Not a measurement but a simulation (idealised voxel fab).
Process module in this document: voxel capacitor over wiring
Pictured: cross-section cut, 160 nm wide, on a grid of 5 nm square cells.
Cross-section = grid of square cells, listed top down in bands; band = one or more rows.
In this notation a band is specified by the heights of its top and bottom, in that order and in nm, after which its materials appear from left to right, each paired with its width in nm. The word "throughout" attached to a single material means that material fills the band from edge to edge; the word "empty" stands for empty space.
Heights are expressed relative to 0, this being the level below which the as-received wafer comprises one material exclusively. The lowest band is unbounded in the downward direction and is denoted as in "from 0 down".
Width "30->40": first value at the band's top row of cells, second value at its bottom row, equal change from row to row.
Where a step carries "identical to before", the cross-section came out of it unchanged, cell for cell.
Empty spaces without an open route to the top, at least 8 cells in extent, make up the entry "Enclosed empty spaces"; each is given as width x height at distance, where the distance is measured from the left edge, and all are in nm.
Past the settings on a step's line: simulator remark, on that step.
The line of a step may include "overlay nm". On a step with a mask, this value is how far to the right of its planned place the mask lay. A negative value means the mask lay to the left.

### Listed below are the process steps as planned
1: RECEIVE (material Si)
2: CONFORMAL_DEP (material SiO2; thk nm 10)
3: DIRECTIONAL_DEP (material TiN; thk nm 5)
4: DIRECTIONAL_DEP (material Ru; thk nm 15)
5: PATTERN (tone cover; mask id METAL_1; material resist; width nm 25; pitch nm 95; thk nm 20; overlay nm 0)
6: DIRECTIONAL_ETCH (etch materials Ru; depth nm 15)
7: DIRECTIONAL_ETCH (etch materials TiN; depth nm 5)
8: STRIP (etch materials resist)
9: CONFORMAL_DEP (material SiCN; thk nm 5)
10: FILL_DEP (material SiO2; thk nm 5)
11: CMP (height nm 30)
12: CONFORMAL_DEP (material SiCN; thk nm 5)
13: DIRECTIONAL_DEP (material SiO2; thk nm 15)
14: DIRECTIONAL_DEP (material aC; thk nm 10)
15: PATTERN (tone open; mask id PLUG_1; material resist; width nm 15; thk nm 25; overlay nm 0)
16: DIRECTIONAL_ETCH (etch materials aC; depth nm 10)
17: STRIP (etch materials resist)
18: DIRECTIONAL_ETCH (etch materials SiO2; depth nm 15)
19: DIRECTIONAL_ETCH (etch materials SiCN; depth nm 5)
20: STRIP (etch materials aC)
21: CONFORMAL_DEP (material TiN; thk nm 5)
22: FILL_DEP (material Cu; thk nm 5)
23: CMP (height nm 50)
24: DIRECTIONAL_DEP (material TiN; thk nm 10)
25: DIRECTIONAL_DEP (material HfO2; thk nm 5)
26: DIRECTIONAL_DEP (material TiN; thk nm 10)
27: DIRECTIONAL_DEP (material aC; thk nm 10)
28: PATTERN (tone cover; mask id UPPER_PLATE; material resist; width nm 75; thk nm 30; overlay nm 0)
29: DIRECTIONAL_ETCH (etch materials aC; depth nm 10)
30: STRIP (etch materials resist)
31: DIRECTIONAL_ETCH (etch materials TiN; depth nm 10)
32: DIRECTIONAL_ETCH (etch materials HfO2; depth nm 5)
33: STRIP (etch materials aC)
34: DIRECTIONAL_DEP (material aC; thk nm 10)
35: PATTERN (tone cover; mask id LOWER_PLATE; material resist; width nm 85; thk nm 25; overlay nm 0)
36: DIRECTIONAL_ETCH (etch materials aC; depth nm 10)
37: STRIP (etch materials resist)
38: DIRECTIONAL_ETCH (etch materials TiN; depth nm 10)
39: STRIP (etch materials aC)
40: FILL_DEP (material SiO2; thk nm 20)
41: CMP (height nm 90)
42: MASKED_ETCH (tone open; mask id PLUG_2; width nm 15; etch materials SiO2; depth nm 15; overlay nm 0)
43: CONFORMAL_DEP (material TiN; thk nm 5)
44: FILL_DEP (material Cu; thk nm 5)
45: CMP (height nm 90)
46: CONFORMAL_DEP (material SiN; thk nm 5)

### First out of two wafers; run went to plan

### Cross-section, incoming material, after step 1
* from 0 down = Si throughout
* Enclosed empty spaces: none

### Take a look at the wafer's cross-section after step 2
* from 10 to 0 = SiO2 throughout
* Everything below 0 is unchanged.

### Take a look at the wafer's cross-section after step 3
* from 15 to 10 = TiN throughout
* Everything below 10 is unchanged.

### Take a look at the wafer's cross-section after step 4
* from 30 to 15 = Ru throughout
* Everything below 15 is unchanged.

### Take a look at the wafer's cross-section after step 5
* from 50 to 30 = empty 20 nm / resist 25 nm / empty 70 nm / resist 25 nm / empty 20 nm
* Everything below 30 is unchanged.

### Take a look at the wafer's cross-section after step 6
* from 50 to 30 = empty 20 nm / resist 25 nm / empty 70 nm / resist 25 nm / empty 20 nm
* from 30 to 15 = empty 20 nm / Ru 25 nm / empty 70 nm / Ru 25 nm / empty 20 nm
* Everything below 15 is unchanged.

### Take a look at the wafer's cross-section after step 7
* from 50 to 30 = empty 20 nm / resist 25 nm / empty 70 nm / resist 25 nm / empty 20 nm
* from 30 to 15 = empty 20 nm / Ru 25 nm / empty 70 nm / Ru 25 nm / empty 20 nm
* from 15 to 10 = empty 20 nm / TiN 25 nm / empty 70 nm / TiN 25 nm / empty 20 nm
* Everything below 10 is unchanged.

### Take a look at the wafer's cross-section after step 8
* from 30 to 15 = empty 20 nm / Ru 25 nm / empty 70 nm / Ru 25 nm / empty 20 nm
* Everything below 15 is unchanged.

### Take a look at the wafer's cross-section after step 9
* from 35 to 30 = empty 15 nm / SiCN 35 nm / empty 60 nm / SiCN 35 nm / empty 15 nm
* from 30 to 15 = empty 15 nm / SiCN 5 nm / Ru 25 nm / SiCN 5 nm / empty 60 nm / SiCN 5 nm / Ru 25 nm / SiCN 5 nm / empty 15 nm
* from 15 to 10 = SiCN 20 nm / TiN 25 nm / SiCN 70 nm / TiN 25 nm / SiCN 20 nm
* Everything below 10 is unchanged.

### Take a look at the wafer's cross-section after step 10
* from 40 to 35 = SiO2 throughout
* from 35 to 30 = SiO2 15 nm / SiCN 35 nm / SiO2 60 nm / SiCN 35 nm / SiO2 15 nm
* from 30 to 15 = SiO2 15 nm / SiCN 5 nm / Ru 25 nm / SiCN 5 nm / SiO2 60 nm / SiCN 5 nm / Ru 25 nm / SiCN 5 nm / SiO2 15 nm
* Everything below 15 is unchanged.

### Take a look at the wafer's cross-section after step 11
* from 30 to 15 = SiO2 15 nm / SiCN 5 nm / Ru 25 nm / SiCN 5 nm / SiO2 60 nm / SiCN 5 nm / Ru 25 nm / SiCN 5 nm / SiO2 15 nm
* Everything below 15 is unchanged.

### Take a look at the wafer's cross-section after step 12
* from 35 to 30 = SiCN throughout
* Everything below 30 is unchanged.

### Take a look at the wafer's cross-section after step 13
* from 50 to 35 = SiO2 throughout
* Everything below 35 is unchanged.

### Take a look at the wafer's cross-section after step 14
* from 60 to 50 = aC throughout
* Everything below 50 is unchanged.

### Take a look at the wafer's cross-section after step 15
* from 85 to 60 = resist 30 nm / empty 15 nm / resist 115 nm
* Everything below 60 is unchanged.

### Take a look at the wafer's cross-section after step 16
* from 75 to 60 = resist 30 nm / empty 15 nm / resist 115 nm
* from 60 to 50 = aC 30 nm / empty 15 nm / aC 115 nm
* Everything below 50 is unchanged.

### Take a look at the wafer's cross-section after step 17
* from 60 to 50 = aC 30 nm / empty 15 nm / aC 115 nm
* Everything below 50 is unchanged.

### Take a look at the wafer's cross-section after step 18
* from 60 to 50 = aC 30 nm / empty 15 nm / aC 115 nm
* from 50 to 35 = SiO2 30 nm / empty 15 nm / SiO2 115 nm
* Everything below 35 is unchanged.

### Take a look at the wafer's cross-section after step 19
* from 60 to 50 = aC 30 nm / empty 15 nm / aC 115 nm
* from 50 to 35 = SiO2 30 nm / empty 15 nm / SiO2 115 nm
* from 35 to 30 = SiCN 30 nm / empty 15 nm / SiCN 115 nm
* Everything below 30 is unchanged.

### Take a look at the wafer's cross-section after step 20
* from 50 to 35 = SiO2 30 nm / empty 15 nm / SiO2 115 nm
* Everything below 35 is unchanged.

### Take a look at the wafer's cross-section after step 21
* from 55 to 50 = TiN 35 nm / empty 5 nm / TiN 120 nm
* from 50 to 35 = SiO2 30 nm / TiN 5 nm / empty 5 nm / TiN 5 nm / SiO2 115 nm
* from 35 to 30 = SiCN 30 nm / TiN 15 nm / SiCN 115 nm
* Everything below 30 is unchanged.

### Take a look at the wafer's cross-section after step 22
* from 60 to 55 = Cu throughout
* from 55 to 50 = TiN 35 nm / Cu 5 nm / TiN 120 nm
* from 50 to 35 = SiO2 30 nm / TiN 5 nm / Cu 5 nm / TiN 5 nm / SiO2 115 nm
* Everything below 35 is unchanged.

### Take a look at the wafer's cross-section after step 23
* from 50 to 35 = SiO2 30 nm / TiN 5 nm / Cu 5 nm / TiN 5 nm / SiO2 115 nm
* Everything below 35 is unchanged.

### Take a look at the wafer's cross-section after step 24
* from 60 to 50 = TiN throughout
* Everything below 50 is unchanged.

### Take a look at the wafer's cross-section after step 25
* from 65 to 60 = HfO2 throughout
* Everything below 60 is unchanged.

### Take a look at the wafer's cross-section after step 26
* from 75 to 65 = TiN throughout
* Everything below 65 is unchanged.

### Take a look at the wafer's cross-section after step 27
* from 85 to 75 = aC throughout
* Everything below 75 is unchanged.

### Take a look at the wafer's cross-section after step 28
* from 115 to 85 = empty 30 nm / resist 75 nm / empty 55 nm
* Everything below 85 is unchanged.

### Take a look at the wafer's cross-section after step 29
* from 105 to 85 = empty 30 nm / resist 75 nm / empty 55 nm
* from 85 to 75 = empty 30 nm / aC 75 nm / empty 55 nm
* Everything below 75 is unchanged.

### Take a look at the wafer's cross-section after step 30
* from 85 to 75 = empty 30 nm / aC 75 nm / empty 55 nm
* Everything below 75 is unchanged.

### Take a look at the wafer's cross-section after step 31
* from 85 to 75 = empty 30 nm / aC 75 nm / empty 55 nm
* from 75 to 65 = empty 30 nm / TiN 75 nm / empty 55 nm
* Everything below 65 is unchanged.

### Take a look at the wafer's cross-section after step 32
* from 85 to 75 = empty 30 nm / aC 75 nm / empty 55 nm
* from 75 to 65 = empty 30 nm / TiN 75 nm / empty 55 nm
* from 65 to 60 = empty 30 nm / HfO2 75 nm / empty 55 nm
* Everything below 60 is unchanged.

### Take a look at the wafer's cross-section after step 33
* from 75 to 65 = empty 30 nm / TiN 75 nm / empty 55 nm
* Everything below 65 is unchanged.

### Take a look at the wafer's cross-section after step 34
* from 85 to 75 = empty 30 nm / aC 75 nm / empty 55 nm
* from 75 to 70 = empty 30 nm / TiN 75 nm / empty 55 nm
* from 70 to 65 = aC 30 nm / TiN 75 nm / aC 55 nm
* from 65 to 60 = aC 30 nm / HfO2 75 nm / aC 55 nm
* Everything below 60 is unchanged.

### Take a look at the wafer's cross-section after step 35
* from 110 to 85 = empty 25 nm / resist 85 nm / empty 50 nm
* from 85 to 75 = empty 25 nm / resist 5 nm / aC 75 nm / resist 5 nm / empty 50 nm
* from 75 to 70 = empty 25 nm / resist 5 nm / TiN 75 nm / resist 5 nm / empty 50 nm
* Everything below 70 is unchanged.

### Take a look at the wafer's cross-section after step 36
* from 100 to 85 = empty 25 nm / resist 85 nm / empty 50 nm
* from 85 to 75 = empty 25 nm / resist 5 nm / aC 75 nm / resist 5 nm / empty 50 nm
* from 75 to 70 = empty 25 nm / resist 5 nm / TiN 75 nm / resist 5 nm / empty 50 nm
* from 70 to 65 = empty 25 nm / aC 5 nm / TiN 75 nm / aC 5 nm / empty 50 nm
* from 65 to 60 = empty 25 nm / aC 5 nm / HfO2 75 nm / aC 5 nm / empty 50 nm
* Everything below 60 is unchanged.

### Take a look at the wafer's cross-section after step 37
* from 85 to 75 = empty 30 nm / aC 75 nm / empty 55 nm
* from 75 to 70 = empty 30 nm / TiN 75 nm / empty 55 nm
* Everything below 70 is unchanged.

### Take a look at the wafer's cross-section after step 38
* from 85 to 75 = empty 30 nm / aC 75 nm / empty 55 nm
* from 75 to 70 = empty 30 nm / TiN 75 nm / empty 55 nm
* from 70 to 65 = empty 25 nm / aC 5 nm / TiN 75 nm / aC 5 nm / empty 50 nm
* from 65 to 60 = empty 25 nm / aC 5 nm / HfO2 75 nm / aC 5 nm / empty 50 nm
* from 60 to 50 = empty 25 nm / TiN 85 nm / empty 50 nm
* Everything below 50 is unchanged.

### Take a look at the wafer's cross-section after step 39
* from 75 to 65 = empty 30 nm / TiN 75 nm / empty 55 nm
* from 65 to 60 = empty 30 nm / HfO2 75 nm / empty 55 nm
* Everything below 60 is unchanged.

### Take a look at the wafer's cross-section after step 40
* from 95 to 75 = SiO2 throughout
* from 75 to 65 = SiO2 30 nm / TiN 75 nm / SiO2 55 nm
* from 65 to 60 = SiO2 30 nm / HfO2 75 nm / SiO2 55 nm
* from 60 to 50 = SiO2 25 nm / TiN 85 nm / SiO2 50 nm
* Everything below 50 is unchanged.

### Take a look at the wafer's cross-section after step 41
* from 90 to 75 = SiO2 throughout
* Everything below 75 is unchanged.

### Take a look at the wafer's cross-section after step 42
* from 90 to 75 = SiO2 40 nm / empty 15 nm / SiO2 105 nm
* Everything below 75 is unchanged.

### Take a look at the wafer's cross-section after step 43
* from 95 to 90 = TiN 45 nm / empty 5 nm / TiN 110 nm
* from 90 to 80 = SiO2 40 nm / TiN 5 nm / empty 5 nm / TiN 5 nm / SiO2 105 nm
* from 80 to 75 = SiO2 40 nm / TiN 15 nm / SiO2 105 nm
* Everything below 75 is unchanged.

### Take a look at the wafer's cross-section after step 44
* from 100 to 95 = Cu throughout
* from 95 to 90 = TiN 45 nm / Cu 5 nm / TiN 110 nm
* from 90 to 80 = SiO2 40 nm / TiN 5 nm / Cu 5 nm / TiN 5 nm / SiO2 105 nm
* Everything below 80 is unchanged.

### Take a look at the wafer's cross-section after step 45
* from 90 to 80 = SiO2 40 nm / TiN 5 nm / Cu 5 nm / TiN 5 nm / SiO2 105 nm
* Everything below 80 is unchanged.

### Take a look at the wafer's cross-section after step 46
* from 95 to 90 = SiN throughout
* Everything below 90 is unchanged.

### The second wafer was prepared from the same starting point and under the same plan as the first; its processing contained one mistake, and it remains indistinguishable from the first wafer up to and including step 24

### Second wafer cross-section, taken as of the time the plan sets for step 25 to be done
* from 70 to 50 = TiN throughout
* Everything below 50 is unchanged.

### Second wafer cross-section, taken as of the time the plan sets for step 26 to be done
* from 75 to 70 = HfO2 throughout
* Everything below 70 is unchanged.

### Second wafer cross-section, taken as of the time the plan sets for step 27 to be done
* from 85 to 75 = aC throughout
* Everything below 75 is unchanged.

### Second wafer cross-section, taken as of the time the plan sets for step 28 to be done
* from 115 to 85 = empty 30 nm / resist 75 nm / empty 55 nm
* Everything below 85 is unchanged.

### Second wafer cross-section, taken as of the time the plan sets for step 29 to be done
* from 105 to 85 = empty 30 nm / resist 75 nm / empty 55 nm
* from 85 to 75 = empty 30 nm / aC 75 nm / empty 55 nm
* Everything below 75 is unchanged.

### Second wafer cross-section, taken as of the time the plan sets for step 30 to be done
* from 85 to 75 = empty 30 nm / aC 75 nm / empty 55 nm
* Everything below 75 is unchanged.

Second wafer cross-section, taken as of the time the plan sets for step 31 to be done: identical to before

### Second wafer cross-section, taken as of the time the plan sets for step 32 to be done
* from 85 to 75 = empty 30 nm / aC 75 nm / empty 55 nm
* from 75 to 70 = empty 30 nm / HfO2 75 nm / empty 55 nm
* Everything below 70 is unchanged.

### Second wafer cross-section, taken as of the time the plan sets for step 33 to be done
* from 75 to 70 = empty 30 nm / HfO2 75 nm / empty 55 nm
* Everything below 70 is unchanged.

### Second wafer cross-section, taken as of the time the plan sets for step 34 to be done
* from 85 to 80 = empty 30 nm / aC 75 nm / empty 55 nm
* from 80 to 75 = aC throughout
* from 75 to 70 = aC 30 nm / HfO2 75 nm / aC 55 nm
* Everything below 70 is unchanged.

### Second wafer cross-section, taken as of the time the plan sets for step 35 to be done
* from 110 to 85 = empty 25 nm / resist 85 nm / empty 50 nm
* from 85 to 80 = empty 25 nm / resist 5 nm / aC 75 nm / resist 5 nm / empty 50 nm
* Everything below 80 is unchanged.

### Second wafer cross-section, taken as of the time the plan sets for step 36 to be done
* from 100 to 85 = empty 25 nm / resist 85 nm / empty 50 nm
* from 85 to 80 = empty 25 nm / resist 5 nm / aC 75 nm / resist 5 nm / empty 50 nm
* from 80 to 75 = empty 25 nm / aC 85 nm / empty 50 nm
* from 75 to 70 = empty 25 nm / aC 5 nm / HfO2 75 nm / aC 5 nm / empty 50 nm
* Everything below 70 is unchanged.

### Second wafer cross-section, taken as of the time the plan sets for step 37 to be done
* from 85 to 75 = empty 30->25 nm / aC 75->85 nm / empty 55->50 nm
* Everything below 75 is unchanged.

### Second wafer cross-section, taken as of the time the plan sets for step 38 to be done
* from 85 to 75 = empty 30->25 nm / aC 75->85 nm / empty 55->50 nm
* from 75 to 70 = empty 25 nm / aC 5 nm / HfO2 75 nm / aC 5 nm / empty 50 nm
* from 70 to 60 = empty 25 nm / TiN 85 nm / empty 50 nm
* Everything below 60 is unchanged.

### Second wafer cross-section, taken as of the time the plan sets for step 39 to be done
* from 75 to 70 = empty 30 nm / HfO2 75 nm / empty 55 nm
* Everything below 70 is unchanged.

### Second wafer cross-section, taken as of the time the plan sets for step 40 to be done
* from 95 to 75 = SiO2 throughout
* from 75 to 70 = SiO2 30 nm / HfO2 75 nm / SiO2 55 nm
* from 70 to 60 = SiO2 25 nm / TiN 85 nm / SiO2 50 nm
* Everything below 60 is unchanged.

### Second wafer cross-section, taken as of the time the plan sets for step 41 to be done
* from 90 to 75 = SiO2 throughout
* Everything below 75 is unchanged.

### Second wafer cross-section, taken as of the time the plan sets for step 42 to be done
* from 90 to 75 = SiO2 40 nm / empty 15 nm / SiO2 105 nm
* Everything below 75 is unchanged.

### Second wafer cross-section, taken as of the time the plan sets for step 43 to be done
* from 95 to 90 = TiN 45 nm / empty 5 nm / TiN 110 nm
* from 90 to 80 = SiO2 40 nm / TiN 5 nm / empty 5 nm / TiN 5 nm / SiO2 105 nm
* from 80 to 75 = SiO2 40 nm / TiN 15 nm / SiO2 105 nm
* Everything below 75 is unchanged.

### Second wafer cross-section, taken as of the time the plan sets for step 44 to be done
* from 100 to 95 = Cu throughout
* from 95 to 90 = TiN 45 nm / Cu 5 nm / TiN 110 nm
* from 90 to 80 = SiO2 40 nm / TiN 5 nm / Cu 5 nm / TiN 5 nm / SiO2 105 nm
* Everything below 80 is unchanged.

### Second wafer cross-section, taken as of the time the plan sets for step 45 to be done
* from 90 to 80 = SiO2 40 nm / TiN 5 nm / Cu 5 nm / TiN 5 nm / SiO2 105 nm
* Everything below 80 is unchanged.

### Second wafer cross-section, taken as of the time the plan sets for step 46 to be done
* from 95 to 90 = SiN throughout
* Everything below 90 is unchanged.
Nonconformance to the process plan: so 25 and 26 got swapped relative to the plan, each ran where the other was supposed to
Final wafer comparison in cells, second versus first, more or fewer per material: -34 SiO2; +34 TiN
